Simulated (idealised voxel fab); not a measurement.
process module | voxel transistor to metal
cross-section cut | 170 nm wide | cells 5 nm
A cross-section is a grid of square cells, given in bands from the top down. A band is one or more rows of cells.
Each band's line starts with the height of the band's top and of its bottom, in nm. Then come its materials from left to right, each with its width in nm. One material with "throughout" fills the band from edge to edge. "air" is empty space.
Height 0 is the level under which the wafer as received is all one material. The lowest band goes on downwards, as in "0 down".
A width such as "30 to 40" changes by the same amount from each row of cells to the next, from the band's top row to its bottom row.
"no change" after a step means that no cell of the cross-section changed.
closed voids: empty space of 8 cells or more with no open way to the top, each as width x height at its distance from the left edge, in nm
after a step's settings: what the simulator itself notes on the step
overlay nm, on a step with a mask: how far to the right of its planned place the mask lay; to the left if negative
Each pair below shows a cross-section before one step and the cross-section after it, down to the lowest band that changed. The line under each pair gives the step between them, with its settings. The pairs can come from different runs of this module on the same starting wafer, so a pair continues from the pair above only where its "before" says so.
before
  120 to 110: aC 40 | air 15 | aC 55 | air 15 | aC 45
  110 to 85: SiO2 40 | air 15 | SiO2 55 | air 15 | SiO2 45
  85 to 80: SiCN 40 | air 15 | SiCN 55 | air 15 | SiCN 45
  80 to 55: SiO2 40 | Ru 15 | SiO2 55 | Ru 15 | SiO2 45
  55 to 50: SiO2 40 | TiN 15 | SiO2 55 | TiN 15 | SiO2 45
  50 to 40: SiO2 40 | TiN 5 | W 15 | TiN 5 | SiO2 35 | TiN 5 | W 15 | TiN 5 | SiO2 45
  40 to 35: SiO2 40 | TiN 5 | W 10 | TiN 10 | SiO2 35 | TiN 10 | W 10 | TiN 5 | SiO2 45
  35 to 25: SiO2 40 | TiN 5 | W 10 | TiN 5 | SiN 10 | SiCN 25 | SiN 10 | TiN 5 | W 10 | TiN 5 | SiO2 45
  25 to 10: SiO2 40 | TiN 5 | W 10 | TiN 5 | SiN 10 | polySi 25 | SiN 10 | TiN 5 | W 10 | TiN 5 | SiO2 45
  10 to 5: SiO2 40 | TiN 20 | SiN 10 | polySi 25 | SiN 10 | TiN 20 | SiO2 45
  5 to 0: SiO2 35 | SiGe 25 | SiN 10 | polySi 25 | SiN 10 | SiGe 25 | SiO2 40
  0 to -5: SiO2 30 | SiN 10 | SiGe 20 | SiN 10 | SiO2 25 | SiN 10 | SiGe 20 | SiN 10 | SiO2 35
  -5 to -15: SiO2 35 | Si 5 | SiGe 20 | Si 45 | SiGe 20 | Si 5 | SiO2 40
  -15 to -35: SiO2 35 | Si 95 | SiO2 40
  -35 down: Si throughout
  closed voids: none
after
  110 to 85: SiO2 40 | air 15 | SiO2 55 | air 15 | SiO2 45
  below 85: unchanged
  closed voids: none
the step between: op STRIP | etch materials aC
before: the cross-section after the pair above
after
  115 to 110: TiN 45 | air 5 | TiN 65 | air 5 | TiN 50
  110 to 85: SiO2 40 | TiN 5 | air 5 | TiN 5 | SiO2 55 | TiN 5 | air 5 | TiN 5 | SiO2 45
  85 to 80: SiCN 40 | TiN 15 | SiCN 55 | TiN 15 | SiCN 45
  below 80: unchanged
  closed voids: none
the step between: op CONFORMAL_DEP | material TiN | thk nm 5
before: the cross-section after the pair above
after
  125 to 115: Ru throughout
  115 to 110: TiN 45 | Ru 5 | TiN 65 | Ru 5 | TiN 50
  110 to 85: SiO2 40 | TiN 5 | Ru 5 | TiN 5 | SiO2 55 | TiN 5 | Ru 5 | TiN 5 | SiO2 45
  below 85: unchanged
  closed voids: none
the step between: op FILL_DEP | material Ru | thk nm 10
before: the cross-section after the pair above
after
  110 to 85: SiO2 40 | TiN 5 | Ru 5 | TiN 5 | SiO2 55 | TiN 5 | Ru 5 | TiN 5 | SiO2 45
  below 85: unchanged
  closed voids: none
the step between: op CMP | height nm 110
before: the cross-section after the pair above
after
  115 to 110: SiN throughout
  below 110: unchanged
  closed voids: none
the step between: op CONFORMAL_DEP | material SiN | thk nm 5
before
  50 to 35: SiO2 throughout
  35 to 25: SiO2 55 | SiN 10 | SiO2 5 | SiCN 25 | SiO2 5 | SiN 10 | SiO2 60
  25 to 5: SiO2 55 | SiN 10 | SiO2 5 | polySi 25 | SiO2 5 | SiN 10 | SiO2 60
  5 to 0: SiO2 35 | SiN 10 | SiGe 10 | SiN 10 | SiO2 5 | polySi 25 | SiO2 5 | SiN 10 | SiGe 10 | SiN 10 | SiO2 40
  0 to -5: SiO2 45 | SiGe 10 | SiO2 55 | SiGe 10 | SiO2 50
  -5 to -15: SiO2 35 | Si 10 | SiGe 10 | Si 55 | SiGe 10 | Si 10 | SiO2 40
  -15 to -35: SiO2 35 | Si 95 | SiO2 40
  -35 down: Si throughout
  closed voids: none
after
  65 to 35: SiO2 throughout
  below 35: unchanged
  closed voids: none
the step between: op DIRECTIONAL_DEP | material SiO2 | thk nm 15
before: the cross-section after the pair above
after
  65 to 35: SiO2 40 | air 25 | SiO2 35 | air 25 | SiO2 45
  35 to 25: SiO2 40 | air 15 | SiN 10 | SiO2 5 | SiCN 25 | SiO2 5 | SiN 10 | air 15 | SiO2 45
  25 to 20: SiO2 40 | air 15 | SiN 10 | SiO2 5 | polySi 25 | SiO2 5 | SiN 10 | air 15 | SiO2 45
  below 20: unchanged
  closed voids: none
the step between: op MASKED_ETCH | tone open | mask id CONTACT | width nm 25 | pitch nm 60 | etch materials SiO2 | depth nm 45 | overlay nm 0
before: the cross-section after the pair above
after
  70 to 65: TiN 45 | air 15 | TiN 45 | air 15 | TiN 50
  65 to 40: SiO2 40 | TiN 5 | air 15 | TiN 5 | SiO2 35 | TiN 5 | air 15 | TiN 5 | SiO2 45
  40 to 35: SiO2 40 | TiN 5 | air 5 | TiN 15 | SiO2 35 | TiN 15 | air 5 | TiN 5 | SiO2 45
  35 to 25: SiO2 40 | TiN 5 | air 5 | TiN 5 | SiN 10 | SiO2 5 | SiCN 25 | SiO2 5 | SiN 10 | TiN 5 | air 5 | TiN 5 | SiO2 45
  25 to 20: SiO2 40 | TiN 15 | SiN 10 | SiO2 5 | polySi 25 | SiO2 5 | SiN 10 | TiN 15 | SiO2 45
  below 20: unchanged
  closed voids: none
the step between: op CONFORMAL_DEP | material TiN | thk nm 5
before: the cross-section after the pair above
after
  75 to 70: W throughout
  70 to 65: TiN 45 | W 15 | TiN 45 | W 15 | TiN 50
  65 to 40: SiO2 40 | TiN 5 | W 15 | TiN 5 | SiO2 35 | TiN 5 | W 15 | TiN 5 | SiO2 45
  40 to 35: SiO2 40 | TiN 5 | W 5 | TiN 15 | SiO2 35 | TiN 15 | W 5 | TiN 5 | SiO2 45
  35 to 25: SiO2 40 | TiN 5 | W 5 | TiN 5 | SiN 10 | SiO2 5 | SiCN 25 | SiO2 5 | SiN 10 | TiN 5 | W 5 | TiN 5 | SiO2 45
  below 25: unchanged
  closed voids: none
the step between: op FILL_DEP | material W | thk nm 5
before: the cross-section after the pair above
after
  50 to 40: SiO2 40 | TiN 5 | W 15 | TiN 5 | SiO2 35 | TiN 5 | W 15 | TiN 5 | SiO2 45
  below 40: unchanged
  closed voids: none
the step between: op CMP | height nm 50
before: the cross-section after the pair above
after
  55 to 50: TiN throughout
  below 50: unchanged
  closed voids: none
the step between: op DIRECTIONAL_DEP | material TiN | thk nm 5
before: the cross-section after the pair above
after
  80 to 55: Ru throughout
  below 55: unchanged
  closed voids: none
the step between: op DIRECTIONAL_DEP | material Ru | thk nm 25
before: the cross-section after the pair above
after
  95 to 80: air 40 | resist 15 | air 55 | resist 15 | air 45
  below 80: unchanged
  closed voids: none
the step between: op PATTERN | tone cover | mask id METAL_1 | material resist | width nm 15 | pitch nm 70 | thk nm 15 | overlay nm 0
before: the cross-section after the pair above
after
  95 to 80: air 40 | resist 15 | air 55 | resist 15 | air 45
  80 to 55: air 40 | Ru 15 | air 55 | Ru 15 | air 45
  below 55: unchanged
  closed voids: none
the step between: op DIRECTIONAL_ETCH | etch materials Ru | depth nm 25
before: the cross-section after the pair above
after
  95 to 80: air 40 | resist 15 | air 55 | resist 15 | air 45
  80 to 55: air 40 | Ru 15 | air 55 | Ru 15 | air 45
  55 to 50: air 40 | TiN 15 | air 55 | TiN 15 | air 45
  below 50: unchanged
  closed voids: none
the step between: op DIRECTIONAL_ETCH | etch materials TiN | depth nm 5
before: the cross-section after the pair above
after
  80 to 55: air 40 | Ru 15 | air 55 | Ru 15 | air 45
  below 55: unchanged
  closed voids: none
the step between: op STRIP | etch materials resist
before: the cross-section after the pair above
after
  85 to 80: SiO2 throughout
  80 to 55: SiO2 40 | Ru 15 | SiO2 55 | Ru 15 | SiO2 45
  55 to 50: SiO2 40 | TiN 15 | SiO2 55 | TiN 15 | SiO2 45
  below 50: unchanged
  closed voids: none
the step between: op FILL_DEP | material SiO2 | thk nm 5
before: the cross-section after the pair above
after
  80 to 55: SiO2 40 | Ru 15 | SiO2 55 | Ru 15 | SiO2 45
  below 55: unchanged
  closed voids: none
the step between: op CMP | height nm 80
before: the cross-section after the pair above
after
  85 to 80: SiCN throughout
  below 80: unchanged
  closed voids: none
the step between: op CONFORMAL_DEP | material SiCN | thk nm 5
before: the cross-section after the pair above
after
  110 to 85: SiO2 throughout
  below 85: unchanged
  closed voids: none
the step between: op DIRECTIONAL_DEP | material SiO2 | thk nm 25
before: the cross-section after the pair above
after
  130 to 110: resist 40 | air 15 | resist 55 | air 15 | resist 45
  below 110: unchanged
  closed voids: none
the step between: op PATTERN | tone open | mask id METAL_2 | material resist | width nm 15 | pitch nm 70 | thk nm 20 | overlay nm 0
before: the cross-section after the pair above
after
  130 to 110: resist 40 | air 15 | resist 55 | air 15 | resist 45
  110 to 95: SiO2 40 | air 15 | SiO2 55 | air 15 | SiO2 45
  below 95: unchanged
  closed voids: none
the step between: op DIRECTIONAL_ETCH | etch materials SiO2 | depth nm 15
before: the cross-section after the pair above
after
  110 to 95: SiO2 40 | air 15 | SiO2 55 | air 15 | SiO2 45
  below 95: unchanged
  closed voids: none
the step between: op STRIP | etch materials resist
before: the cross-section after the pair above
after
  120 to 110: aC 40 | air 15 | aC 55 | air 15 | aC 45
  110 to 105: SiO2 40 | air 15 | SiO2 55 | air 15 | SiO2 45
  105 to 95: SiO2 40 | aC 15 | SiO2 55 | aC 15 | SiO2 45
  below 95: unchanged
  closed voids: none
the step between: op DIRECTIONAL_DEP | material aC | thk nm 10
before: the cross-section after the pair above
after
  150 to 120: resist 40 | air 15 | resist 55 | air 15 | resist 45
  below 120: unchanged
  closed voids: none
the step between: op PATTERN | tone open | mask id METAL_2_HOLES | material resist | width nm 15 | pitch nm 70 | thk nm 30 | overlay nm 0
before: the cross-section after the pair above
after
  140 to 120: resist 40 | air 15 | resist 55 | air 15 | resist 45
  120 to 110: aC 40 | air 15 | aC 55 | air 15 | aC 45
  110 to 95: SiO2 40 | air 15 | SiO2 55 | air 15 | SiO2 45
  below 95: unchanged
  closed voids: none
the step between: op DIRECTIONAL_ETCH | etch materials aC | depth nm 10
before: the cross-section after the pair above
after
  120 to 110: aC 40 | air 15 | aC 55 | air 15 | aC 45
  below 110: unchanged
  closed voids: none
the step between: op STRIP | etch materials resist
before: the cross-section after the pair above
after
  120 to 110: aC 40 | air 15 | aC 55 | air 15 | aC 45
  110 to 85: SiO2 40 | air 15 | SiO2 55 | air 15 | SiO2 45
  below 85: unchanged
  closed voids: none
the step between: op DIRECTIONAL_ETCH | etch materials SiO2 | depth nm 10
before: the cross-section after the pair above
after
  120 to 110: aC 40 | air 15 | aC 55 | air 15 | aC 45
  110 to 85: SiO2 40 | air 15 | SiO2 55 | air 15 | SiO2 45
  85 to 80: SiCN 40 | air 15 | SiCN 55 | air 15 | SiCN 45
  below 80: unchanged
  closed voids: none
the step between: op DIRECTIONAL_ETCH | etch materials SiCN | depth nm 5
before: the cross-section after the pair above
after
  110 to 85: SiO2 40 | air 15 | SiO2 55 | air 15 | SiO2 45
  below 85: unchanged
  closed voids: none
the step between: op STRIP | etch materials aC
before: the cross-section after the pair above
after
  115 to 110: TiN 45 | air 5 | TiN 65 | air 5 | TiN 50
  110 to 85: SiO2 40 | TiN 5 | air 5 | TiN 5 | SiO2 55 | TiN 5 | air 5 | TiN 5 | SiO2 45
  85 to 80: SiCN 40 | TiN 15 | SiCN 55 | TiN 15 | SiCN 45
  below 80: unchanged
  closed voids: none
the step between: op CONFORMAL_DEP | material TiN | thk nm 5
before: the cross-section after the pair above
after
  125 to 115: Ru throughout
  115 to 110: TiN 45 | Ru 5 | TiN 65 | Ru 5 | TiN 50
  110 to 85: SiO2 40 | TiN 5 | Ru 5 | TiN 5 | SiO2 55 | TiN 5 | Ru 5 | TiN 5 | SiO2 45
  below 85: unchanged
  closed voids: none
the step between: op FILL_DEP | material Ru | thk nm 10
before: the cross-section after the pair above
after
  110 to 85: SiO2 40 | TiN 5 | Ru 5 | TiN 5 | SiO2 55 | TiN 5 | Ru 5 | TiN 5 | SiO2 45
  below 85: unchanged
  closed voids: none
the step between: op CMP | height nm 110
before: the cross-section after the pair above
after
  115 to 110: SiN throughout
  below 110: unchanged
  closed voids: none
the step between: op CONFORMAL_DEP | material SiN | thk nm 5
before
  80 to 55: SiO2 40 | Ru 15 | SiO2 55 | Ru 15 | SiO2 45
  55 to 50: SiO2 40 | TiN 15 | SiO2 55 | TiN 15 | SiO2 45
  50 to 40: SiO2 40 | TiN 5 | W 15 | TiN 5 | SiO2 35 | TiN 5 | W 15 | TiN 5 | SiO2 45
  40 to 35: SiO2 40 | TiN 5 | W 5 | TiN 15 | SiO2 35 | TiN 15 | W 5 | TiN 5 | SiO2 45
  35 to 25: SiO2 40 | TiN 5 | W 5 | TiN 5 | SiN 10 | SiO2 5 | SiCN 25 | SiO2 5 | SiN 10 | TiN 5 | W 5 | TiN 5 | SiO2 45
  25 to 10: SiO2 40 | TiN 5 | W 5 | TiN 5 | SiN 10 | SiO2 5 | polySi 25 | SiO2 5 | SiN 10 | TiN 5 | W 5 | TiN 5 | SiO2 45
  10 to 5: SiO2 40 | TiN 15 | SiN 10 | SiO2 5 | polySi 25 | SiO2 5 | SiN 10 | TiN 15 | SiO2 45
  5 to 0: SiO2 35 | SiN 10 | SiGe 10 | SiN 10 | SiO2 5 | polySi 25 | SiO2 5 | SiN 10 | SiGe 10 | SiN 10 | SiO2 40
  0 to -5: SiO2 45 | SiGe 10 | SiO2 55 | SiGe 10 | SiO2 50
  -5 to -15: SiO2 35 | Si 10 | SiGe 10 | Si 55 | SiGe 10 | Si 10 | SiO2 40
  -15 to -35: SiO2 35 | Si 95 | SiO2 40
  -35 down: Si throughout
  closed voids: none
after
  105 to 80: SiO2 throughout
  below 80: unchanged
  closed voids: none
the step between: op DIRECTIONAL_DEP | material SiO2 | thk nm 25
before: the cross-section after the pair above
after
  110 to 105: SiCN throughout
  below 105: unchanged
  closed voids: none
the step between: op CONFORMAL_DEP | material SiCN | thk nm 5
before: the cross-section after the pair above
after
  130 to 110: resist 40 | air 15 | resist 55 | air 15 | resist 45
  below 110: unchanged
  closed voids: none
the step between: op PATTERN | tone open | mask id METAL_2 | material resist | width nm 15 | pitch nm 70 | thk nm 20 | overlay nm 0
before: the cross-section after the pair above
after
  110 to 105: SiCN throughout
  below 105: unchanged
  closed voids: none
the step between: op STRIP | etch materials resist
before: the cross-section after the pair above
after
  120 to 110: aC throughout
  below 110: unchanged
  closed voids: none
the step between: op DIRECTIONAL_DEP | material aC | thk nm 10
before: the cross-section after the pair above
after
  150 to 120: resist 40 | air 15 | resist 55 | air 15 | resist 45
  below 120: unchanged
  closed voids: none
the step between: op PATTERN | tone open | mask id METAL_2_HOLES | material resist | width nm 15 | pitch nm 70 | thk nm 30 | overlay nm 0
before: the cross-section after the pair above
after
  140 to 120: resist 40 | air 15 | resist 55 | air 15 | resist 45
  120 to 110: aC 40 | air 15 | aC 55 | air 15 | aC 45
  below 110: unchanged
  closed voids: none
the step between: op DIRECTIONAL_ETCH | etch materials aC | depth nm 10
before: the cross-section after the pair above
after
  120 to 110: aC 40 | air 15 | aC 55 | air 15 | aC 45
  below 110: unchanged
  closed voids: none
the step between: op STRIP | etch materials resist
before: the cross-section after the pair above
after
  120 to 110: aC 40 | air 15 | aC 55 | air 15 | aC 45
  110 to 105: SiCN 40 | air 15 | SiCN 55 | air 15 | SiCN 45
  below 105: unchanged
  closed voids: none
the step between: op DIRECTIONAL_ETCH | etch materials SiCN | depth nm 5
before: the cross-section after the pair above
after
  110 to 105: SiCN 40 | air 15 | SiCN 55 | air 15 | SiCN 45
  below 105: unchanged
  closed voids: none
the step between: op STRIP | etch materials aC
before: the cross-section after the pair above
after
  115 to 110: TiN 45 | air 5 | TiN 65 | air 5 | TiN 50
  110 to 105: SiCN 40 | TiN 15 | SiCN 55 | TiN 15 | SiCN 45
  below 105: unchanged
  closed voids: none
the step between: op CONFORMAL_DEP | material TiN | thk nm 5
before: the cross-section after the pair above
after
  125 to 115: Ru throughout
  115 to 110: TiN 45 | Ru 5 | TiN 65 | Ru 5 | TiN 50
  below 110: unchanged
  closed voids: none
the step between: op FILL_DEP | material Ru | thk nm 10
before: the cross-section after the pair above
after
  110 to 105: SiCN 40 | TiN 15 | SiCN 55 | TiN 15 | SiCN 45
  below 105: unchanged
  closed voids: none
the step between: op CMP | height nm 110
before: the cross-section after the pair above
after
  115 to 110: SiN throughout
  below 110: unchanged
  closed voids: none
the step between: op CONFORMAL_DEP | material SiN | thk nm 5
before
  40 to 35: air 65 | SiO2 35 | air 70
  35 to 25: air 65 | SiO2 5 | SiCN 25 | SiO2 5 | air 70
  25 to 10: air 65 | SiO2 5 | polySi 25 | SiO2 5 | air 70
  10 to 5: SiO2 35 | air 30 | SiO2 5 | polySi 25 | SiO2 5 | air 30 | SiO2 40
  5 to 0: SiO2 70 | polySi 25 | SiO2 75
  0 to -5: SiO2 throughout
  -5 to -35: SiO2 35 | Si 95 | SiO2 40
  -35 down: Si throughout
  closed voids: none
after
  35 to 25: air 70 | SiCN 25 | air 75
  25 to 0: air 65 | SiO2 5 | polySi 25 | SiO2 5 | air 70
  0 to -5: air 65 | SiO2 35 | air 70
  below -5: unchanged
  closed voids: none
the step between: op DIRECTIONAL_ETCH | etch materials SiO2 | depth nm 15
before: the cross-section after the pair above
after
  45 to 35: air 60 | SiN 45 | air 65
  35 to 25: air 55 | SiN 15 | SiCN 25 | SiN 15 | air 60
  25 to 5: air 55 | SiN 10 | SiO2 5 | polySi 25 | SiO2 5 | SiN 10 | air 60
  5 to 0: SiN 65 | SiO2 5 | polySi 25 | SiO2 5 | SiN 70
  0 to -5: SiN 65 | SiO2 35 | SiN 70
  below -5: unchanged
  closed voids: none
the step between: op CONFORMAL_DEP | material SiN | thk nm 10
before: the cross-section after the pair above
after
  35 to 25: air 60 | SiN 10 | SiCN 25 | SiN 10 | air 65
  25 to 0: air 55 | SiN 10 | SiO2 5 | polySi 25 | SiO2 5 | SiN 10 | air 60
  0 to -5: air 55 | SiN 10 | SiO2 35 | SiN 10 | air 60
  below -5: unchanged
  closed voids: none
the step between: op DIRECTIONAL_ETCH | etch materials SiN | depth nm 10
before: the cross-section after the pair above
after
  35 to 25: air 60 | SiN 10 | SiCN 25 | SiN 10 | air 65
  25 to 0: air 55 | SiN 10 | SiO2 5 | polySi 25 | SiO2 5 | SiN 10 | air 60
  0 to -5: air 55 | SiN 10 | SiO2 35 | SiN 10 | air 60
  -5 to -10: air 35 | Si 95 | air 40
  below -10: unchanged
  closed voids: none
the step between: op DIRECTIONAL_ETCH | etch materials SiO2 | depth nm 5
before: the cross-section after the pair above
after
  35 to 25: air 60 | SiN 10 | SiCN 25 | SiN 10 | air 65
  25 to 0: air 55 | SiN 10 | SiO2 5 | polySi 25 | SiO2 5 | SiN 10 | air 60
  0 to -5: air 55 | SiN 10 | SiO2 35 | SiN 10 | air 60
  -5 to -10: air 55 | Si 55 | air 60
  -10 to -15: SiO2 35 | air 20 | Si 55 | air 20 | SiO2 40
  below -15: unchanged
  closed voids: none
the step between: op DIRECTIONAL_ETCH | etch materials Si | depth nm 10
before: the cross-section after the pair above
after
  35 to 25: air 60 | SiN 10 | SiCN 25 | SiN 10 | air 65
  25 to 5: air 55 | SiN 10 | SiO2 5 | polySi 25 | SiO2 5 | SiN 10 | air 60
  5 to 0: air 45 | SiGe 10 | SiN 10 | SiO2 5 | polySi 25 | SiO2 5 | SiN 10 | SiGe 10 | air 50
  0 to -5: air 45 | SiGe 10 | SiN 10 | SiO2 35 | SiN 10 | SiGe 10 | air 50
  -5 to -10: air 30 | SiGe 25 | Si 55 | SiGe 25 | air 35
  -10 to -15: SiO2 35 | SiGe 20 | Si 55 | SiGe 20 | SiO2 40
  below -15: unchanged
  closed voids: none
the step between: op EPI | material SiGe | thk nm 10
before: the cross-section after the pair above
after
  40 to 35: SiO2 throughout
  35 to 25: SiO2 60 | SiN 10 | SiCN 25 | SiN 10 | SiO2 65
  25 to 5: SiO2 55 | SiN 10 | SiO2 5 | polySi 25 | SiO2 5 | SiN 10 | SiO2 60
  5 to 0: SiO2 45 | SiGe 10 | SiN 10 | SiO2 5 | polySi 25 | SiO2 5 | SiN 10 | SiGe 10 | SiO2 50
  0 to -5: SiO2 45 | SiGe 10 | SiN 10 | SiO2 35 | SiN 10 | SiGe 10 | SiO2 50
  -5 to -15: SiO2 30 to 35 | SiGe 25 to 20 | Si 55 | SiGe 25 to 20 | SiO2 35 to 40
  below -15: unchanged
  closed voids: none
the step between: op FILL_DEP | material SiO2 | thk nm 5
before: the cross-section after the pair above
after
  35 to 25: SiO2 60 | SiN 10 | SiCN 25 | SiN 10 | SiO2 65
  below 25: unchanged
  closed voids: none
the step between: op CMP | height nm 35
before: the cross-section after the pair above
after
  50 to 35: SiO2 throughout
  below 35: unchanged
  closed voids: none
the step between: op DIRECTIONAL_DEP | material SiO2 | thk nm 15
before: the cross-section after the pair above
after
  50 to 35: SiO2 40 | air 25 | SiO2 35 | air 25 | SiO2 45
  35 to 25: SiO2 40 | air 20 | SiN 10 | SiCN 25 | SiN 10 | air 20 | SiO2 45
  25 to 5: SiO2 40 | air 15 | SiN 10 | SiO2 5 | polySi 25 | SiO2 5 | SiN 10 | air 15 | SiO2 45
  below 5: unchanged
  closed voids: none
the step between: op MASKED_ETCH | tone open | mask id CONTACT | width nm 25 | pitch nm 60 | etch materials SiO2 | depth nm 45 | overlay nm 0
before: the cross-section after the pair above
after
  55 to 50: TiN 45 | air 15 | TiN 45 | air 15 | TiN 50
  50 to 40: SiO2 40 | TiN 5 | air 15 | TiN 5 | SiO2 35 | TiN 5 | air 15 | TiN 5 | SiO2 45
  40 to 35: SiO2 40 | TiN 5 | air 10 | TiN 10 | SiO2 35 | TiN 10 | air 10 | TiN 5 | SiO2 45
  35 to 25: SiO2 40 | TiN 5 | air 10 to 5 | TiN 5 to 10 | SiN 10 | SiCN 25 | SiN 10 | TiN 5 to 10 | air 10 to 5 | TiN 5 | SiO2 45
  25 to 10: SiO2 40 | TiN 5 | air 5 | TiN 5 | SiN 10 | SiO2 5 | polySi 25 | SiO2 5 | SiN 10 | TiN 5 | air 5 | TiN 5 | SiO2 45
  10 to 5: SiO2 40 | TiN 15 | SiN 10 | SiO2 5 | polySi 25 | SiO2 5 | SiN 10 | TiN 15 | SiO2 45
  below 5: unchanged
  closed voids: none
the step between: op CONFORMAL_DEP | material TiN | thk nm 5
before: the cross-section after the pair above
after
  60 to 55: W throughout
  55 to 50: TiN 45 | W 15 | TiN 45 | W 15 | TiN 50
  50 to 40: SiO2 40 | TiN 5 | W 15 | TiN 5 | SiO2 35 | TiN 5 | W 15 | TiN 5 | SiO2 45
  40 to 35: SiO2 40 | TiN 5 | W 10 | TiN 10 | SiO2 35 | TiN 10 | W 10 | TiN 5 | SiO2 45
  35 to 25: SiO2 40 | TiN 5 | W 10 to 5 | TiN 5 to 10 | SiN 10 | SiCN 25 | SiN 10 | TiN 5 to 10 | W 10 to 5 | TiN 5 | SiO2 45
  25 to 10: SiO2 40 | TiN 5 | W 5 | TiN 5 | SiN 10 | SiO2 5 | polySi 25 | SiO2 5 | SiN 10 | TiN 5 | W 5 | TiN 5 | SiO2 45
  below 10: unchanged
  closed voids: none
the step between: op FILL_DEP | material W | thk nm 5
before: the cross-section after the pair above
after
  50 to 40: SiO2 40 | TiN 5 | W 15 | TiN 5 | SiO2 35 | TiN 5 | W 15 | TiN 5 | SiO2 45
  below 40: unchanged
  closed voids: none
the step between: op CMP | height nm 50
before: the cross-section after the pair above
after
  55 to 50: TiN throughout
  below 50: unchanged
  closed voids: none
the step between: op DIRECTIONAL_DEP | material TiN | thk nm 5
before: the cross-section after the pair above
after
  80 to 55: Ru throughout
  below 55: unchanged
  closed voids: none
the step between: op DIRECTIONAL_DEP | material Ru | thk nm 25
before: the cross-section after the pair above
after
  95 to 80: air 40 | resist 15 | air 55 | resist 15 | air 45
  below 80: unchanged
  closed voids: none
the step between: op PATTERN | tone cover | mask id METAL_1 | material resist | width nm 15 | pitch nm 70 | thk nm 15 | overlay nm 0
before: the cross-section after the pair above
after
  95 to 80: air 40 | resist 15 | air 55 | resist 15 | air 45
  80 to 55: air 40 | Ru 15 | air 55 | Ru 15 | air 45
  below 55: unchanged
  closed voids: none
the step between: op DIRECTIONAL_ETCH | etch materials Ru | depth nm 25
before: the cross-section after the pair above
after
  95 to 80: air 40 | resist 15 | air 55 | resist 15 | air 45
  80 to 55: air 40 | Ru 15 | air 55 | Ru 15 | air 45
  55 to 50: air 40 | TiN 15 | air 55 | TiN 15 | air 45
  below 50: unchanged
  closed voids: none
the step between: op DIRECTIONAL_ETCH | etch materials TiN | depth nm 5
before: the cross-section after the pair above
after
  80 to 55: air 40 | Ru 15 | air 55 | Ru 15 | air 45
  below 55: unchanged
  closed voids: none
the step between: op STRIP | etch materials resist
before: the cross-section after the pair above
after
  85 to 80: SiO2 throughout
  80 to 55: SiO2 40 | Ru 15 | SiO2 55 | Ru 15 | SiO2 45
  55 to 50: SiO2 40 | TiN 15 | SiO2 55 | TiN 15 | SiO2 45
  below 50: unchanged
  closed voids: none
the step between: op FILL_DEP | material SiO2 | thk nm 5
before: the cross-section after the pair above
after
  80 to 55: SiO2 40 | Ru 15 | SiO2 55 | Ru 15 | SiO2 45
  below 55: unchanged
  closed voids: none
the step between: op CMP | height nm 80
before: the cross-section after the pair above
after
  85 to 80: SiCN throughout
  below 80: unchanged
  closed voids: none
the step between: op CONFORMAL_DEP | material SiCN | thk nm 5
before: the cross-section after the pair above
after
  110 to 85: SiO2 throughout
  below 85: unchanged
  closed voids: none
the step between: op DIRECTIONAL_DEP | material SiO2 | thk nm 25
before: the cross-section after the pair above
after
  130 to 110: resist 40 | air 15 | resist 55 | air 15 | resist 45
  below 110: unchanged
  closed voids: none
the step between: op PATTERN | tone open | mask id METAL_2 | material resist | width nm 15 | pitch nm 70 | thk nm 20 | overlay nm 0
before: the cross-section after the pair above
after
  130 to 110: resist 40 | air 15 | resist 55 | air 15 | resist 45
  110 to 95: SiO2 40 | air 15 | SiO2 55 | air 15 | SiO2 45
  below 95: unchanged
  closed voids: none
the step between: op DIRECTIONAL_ETCH | etch materials SiO2 | depth nm 15
before: the cross-section after the pair above
after
  110 to 95: SiO2 40 | air 15 | SiO2 55 | air 15 | SiO2 45
  below 95: unchanged
  closed voids: none
the step between: op STRIP | etch materials resist
before: the cross-section after the pair above
after
  120 to 110: aC 40 | air 15 | aC 55 | air 15 | aC 45
  110 to 105: SiO2 40 | air 15 | SiO2 55 | air 15 | SiO2 45
  105 to 95: SiO2 40 | aC 15 | SiO2 55 | aC 15 | SiO2 45
  below 95: unchanged
  closed voids: none
the step between: op DIRECTIONAL_DEP | material aC | thk nm 10
before: the cross-section after the pair above
after
  150 to 120: resist 40 | air 15 | resist 55 | air 15 | resist 45
  below 120: unchanged
  closed voids: none
the step between: op PATTERN | tone open | mask id METAL_2_HOLES | material resist | width nm 15 | pitch nm 70 | thk nm 30 | overlay nm 0
before: the cross-section after the pair above
after
  140 to 120: resist 40 | air 15 | resist 55 | air 15 | resist 45
  120 to 110: aC 40 | air 15 | aC 55 | air 15 | aC 45
  110 to 95: SiO2 40 | air 15 | SiO2 55 | air 15 | SiO2 45
  below 95: unchanged
  closed voids: none
the step between: op DIRECTIONAL_ETCH | etch materials aC | depth nm 10
before: the cross-section after the pair above
after
  120 to 110: aC 40 | air 15 | aC 55 | air 15 | aC 45
  below 110: unchanged
  closed voids: none
the step between: op STRIP | etch materials resist
before: the cross-section after the pair above
after
  120 to 110: aC 40 | air 15 | aC 55 | air 15 | aC 45
  110 to 85: SiO2 40 | air 15 | SiO2 55 | air 15 | SiO2 45
  below 85: unchanged
  closed voids: none
the step between: op DIRECTIONAL_ETCH | etch materials SiO2 | depth nm 10
before: the cross-section after the pair above
after
  120 to 110: aC 40 | air 15 | aC 55 | air 15 | aC 45
  110 to 85: SiO2 40 | air 15 | SiO2 55 | air 15 | SiO2 45
  85 to 80: SiCN 40 | air 15 | SiCN 55 | air 15 | SiCN 45
  below 80: unchanged
  closed voids: none
the step between: op DIRECTIONAL_ETCH | etch materials SiCN | depth nm 5
before: the cross-section after the pair above
after
  110 to 85: SiO2 40 | air 15 | SiO2 55 | air 15 | SiO2 45
  below 85: unchanged
  closed voids: none
the step between: op STRIP | etch materials aC
before: the cross-section after the pair above
after
  115 to 110: TiN 45 | air 5 | TiN 65 | air 5 | TiN 50
  110 to 85: SiO2 40 | TiN 5 | air 5 | TiN 5 | SiO2 55 | TiN 5 | air 5 | TiN 5 | SiO2 45
  85 to 80: SiCN 40 | TiN 15 | SiCN 55 | TiN 15 | SiCN 45
  below 80: unchanged
  closed voids: none
the step between: op CONFORMAL_DEP | material TiN | thk nm 5
before: the cross-section after the pair above
after
  125 to 115: Ru throughout
  115 to 110: TiN 45 | Ru 5 | TiN 65 | Ru 5 | TiN 50
  110 to 85: SiO2 40 | TiN 5 | Ru 5 | TiN 5 | SiO2 55 | TiN 5 | Ru 5 | TiN 5 | SiO2 45
  below 85: unchanged
  closed voids: none
the step between: op FILL_DEP | material Ru | thk nm 10
before: the cross-section after the pair above
after
  110 to 85: SiO2 40 | TiN 5 | Ru 5 | TiN 5 | SiO2 55 | TiN 5 | Ru 5 | TiN 5 | SiO2 45
  below 85: unchanged
  closed voids: none
the step between: op CMP | height nm 110
before: the cross-section after the pair above
after
  115 to 110: SiN throughout
  below 110: unchanged
  closed voids: none
the step between: op CONFORMAL_DEP | material SiN | thk nm 5
